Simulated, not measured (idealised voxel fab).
process module | voxel trench capacitor
cross-section cut | 165 nm wide | cells 5 nm
A cross-section is a grid of square cells, given in bands from the top down. A band is one or more rows of cells.
Each band's line starts with the height of the band's top and of its bottom, in nm. Then come its materials from left to right, each with its width in nm. One material with "throughout" fills the band from edge to edge. "air" is empty space.
Height 0 is the level under which the wafer as received is all one material. The lowest band goes on downwards, as in "0 down".
A width such as "30 to 40" changes by the same amount from each row of cells to the next, from the band's top row to its bottom row.
"no change" after a step means that no cell of the cross-section changed.
closed voids: empty space of 8 cells or more with no open way to the top, each as width x height at its distance from the left edge, in nm
after a step's settings: what the simulator itself notes on the step
overlay nm, on a step with a mask: how far to the right of its planned place the mask lay; to the left if negative
plan
1 op RECEIVE | material Si
2 op CONFORMAL_DEP | material SiN | thk nm 10
3 op DIRECTIONAL_DEP | material aC | thk nm 10
4 op PATTERN | tone open | mask id TRENCH | material resist | width nm 25 | pitch nm 50 | thk nm 30 | overlay nm 0
5 op DIRECTIONAL_ETCH | etch materials aC | depth nm 10
6 op STRIP | etch materials resist
7 op DIRECTIONAL_ETCH | etch materials SiN | depth nm 10
8 op DIRECTIONAL_ETCH | etch materials Si | depth nm 30
9 op STRIP | etch materials aC
10 op CONFORMAL_DEP | material HfO2 | thk nm 5
11 op CONFORMAL_DEP | material TiN | thk nm 5
12 op FILL_DEP | material W | thk nm 5
13 op CMP | height nm 10
as received, after step 1
  0 down: Si throughout
  closed voids: none
a wafer at the end: this start, this plan, one mistake
  10 to 0: SiN 45 | HfO2 5 | TiN 5 | W 5 | TiN 5 | HfO2 5 | SiN 25 | HfO2 5 | TiN 5 | W 5 | TiN 5 | HfO2 5 | SiN 45
  0 to -50: Si 45 | HfO2 5 | TiN 5 | W 5 | TiN 5 | HfO2 5 | Si 25 | HfO2 5 | TiN 5 | W 5 | TiN 5 | HfO2 5 | Si 45
  -50 to -55: Si 45 | HfO2 5 | TiN 15 | HfO2 5 | Si 25 | HfO2 5 | TiN 15 | HfO2 5 | Si 45
  -55 to -60: Si 45 | HfO2 25 | Si 25 | HfO2 25 | Si 45
  -60 down: Si throughout
  closed voids: none
what went wrong: step 8 was run twice
